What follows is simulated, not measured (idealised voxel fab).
Process module heading - voxel capacitor over wiring
Square cells of 5 nm make up the cross-section cut, whose width is 185 nm.
For the purposes of this document, a cross-section shall be understood as a grid of square cells, specified as bands listed in top-to-bottom order, each band consisting of one or more rows of cells. In this notation a band is specified by the heights of its top and bottom, in that order and in nm, after which its materials appear from left to right, each paired with its width in nm. The word "full width" attached to a single material means that material fills the band from edge to edge; the word "blank" stands for empty space. Beneath 0, the wafer as received is one material, and that level is where height counting begins. The lowest band goes on downward without a bottom; it is written like "0 nm and below". Quick explanation for "30 to 40": the width changes in equal steps down the rows of cells, from the first number in the band's top row to the second number in its bottom row. Given "identical to before" for a step, no cell of the cross-section differs between before and after that step. The list in "Closed voids list" covers empty spaces of 8 cells or more that cannot reach the top through any open way, and it gives each as width x height at distance; the distance is from the left edge, and width, height and distance are in nm. Formally, on a step line, whatever follows the settings is a remark that the simulator itself makes on the step. The setting "overlay nm" may be written on the line of a step. When the step uses a mask, the value reports how far to the right of the planned place the mask lay, and a negative value reports that it lay to the left.
Intended process steps
- 1: RECEIVE, material Si
- 2: CONFORMAL_DEP, material SiO2, thk nm 10
- 3: DIRECTIONAL_DEP, material TiN, thk nm 5
- 4: DIRECTIONAL_DEP, material Ru, thk nm 15
- 5: PATTERN, tone cover, mask id METAL_1, material resist, width nm 20, pitch nm 80, thk nm 15, overlay nm 0
- 6: DIRECTIONAL_ETCH, etch materials Ru, depth nm 15
- 7: DIRECTIONAL_ETCH, etch materials TiN, depth nm 5
- 8: STRIP, etch materials resist
- 9: FILL_DEP, material lowk, thk nm 10
- 10: CMP, height nm 30
- 11: CONFORMAL_DEP, material SiCN, thk nm 5
- 12: DIRECTIONAL_DEP, material SiO2, thk nm 10
- 13: DIRECTIONAL_DEP, material aC, thk nm 10
- 14: PATTERN, tone open, mask id PLUG_1, material resist, width nm 15, thk nm 30, overlay nm 0
- 15: DIRECTIONAL_ETCH, etch materials aC, depth nm 10
- 16: STRIP, etch materials resist
- 17: DIRECTIONAL_ETCH, etch materials SiO2, depth nm 10
- 18: DIRECTIONAL_ETCH, etch materials SiCN, depth nm 5
- 19: STRIP, etch materials aC
- 20: EPI, material Ru, thk nm 10
- 21: EPI, material Ru, thk nm 5
- 22: DIRECTIONAL_DEP, material TiN, thk nm 5
- 23: DIRECTIONAL_DEP, material SiN, thk nm 5
- 24: DIRECTIONAL_DEP, material TiN, thk nm 10
- 25: DIRECTIONAL_DEP, material aC, thk nm 15
- 26: PATTERN, tone cover, mask id UPPER_PLATE, material resist, width nm 65, thk nm 30, overlay nm 0
- 27: DIRECTIONAL_ETCH, etch materials aC, depth nm 15
- 28: STRIP, etch materials resist
- 29: DIRECTIONAL_ETCH, etch materials TiN, depth nm 10
- 30: DIRECTIONAL_ETCH, etch materials SiN, depth nm 5
- 31: STRIP, etch materials aC
- 32: PATTERN, tone cover, mask id LOWER_PLATE, material resist, width nm 75, thk nm 15, overlay nm 0
- 33: DIRECTIONAL_ETCH, etch materials TiN, depth nm 5
- 34: STRIP, etch materials resist
- 35: FILL_DEP, material SiO2, thk nm 20
- 36: CMP, height nm 80
- 37: PATTERN, tone open, mask id PLUG_2, material resist, width nm 15, thk nm 15, overlay nm 0
- 38: DIRECTIONAL_ETCH, etch materials SiO2, depth nm 15
- 39: STRIP, etch materials resist
- 40: CONFORMAL_DEP, material TiN, thk nm 5
- 41: FILL_DEP, material W, thk nm 5
- 42: CMP, height nm 80
- 43: CONFORMAL_DEP, material SiN, thk nm 5
The width nm used in step 37 is not the same on every wafer, whereas the starting condition is; the value printed in the plan is the first wafer's.
First of several wafers, received after step 1, in cross-section
    0 nm and below  Si full width
    Closed voids list: none
Per-wafer rows below. For each material: cells gained (+) or lost (-) since the wafer was received, as of end of module. Then: closed voids
width nm 15; +33 Ru; +34 SiCN; +50 SiN; +338 SiO2; +56 TiN; +2 W; +116 lowk; Closed voids list: none
width nm 20; +33 Ru; +34 SiCN; +50 SiN; +335 SiO2; +57 TiN; +4 W; +116 lowk; Closed voids list: none
width nm 25; +33 Ru; +34 SiCN; +50 SiN; +332 SiO2; +58 TiN; +6 W; +116 lowk; Closed voids list: none
width nm 30; +33 Ru; +34 SiCN; +50 SiN; +329 SiO2; +59 TiN; +8 W; +116 lowk; Closed voids list: none
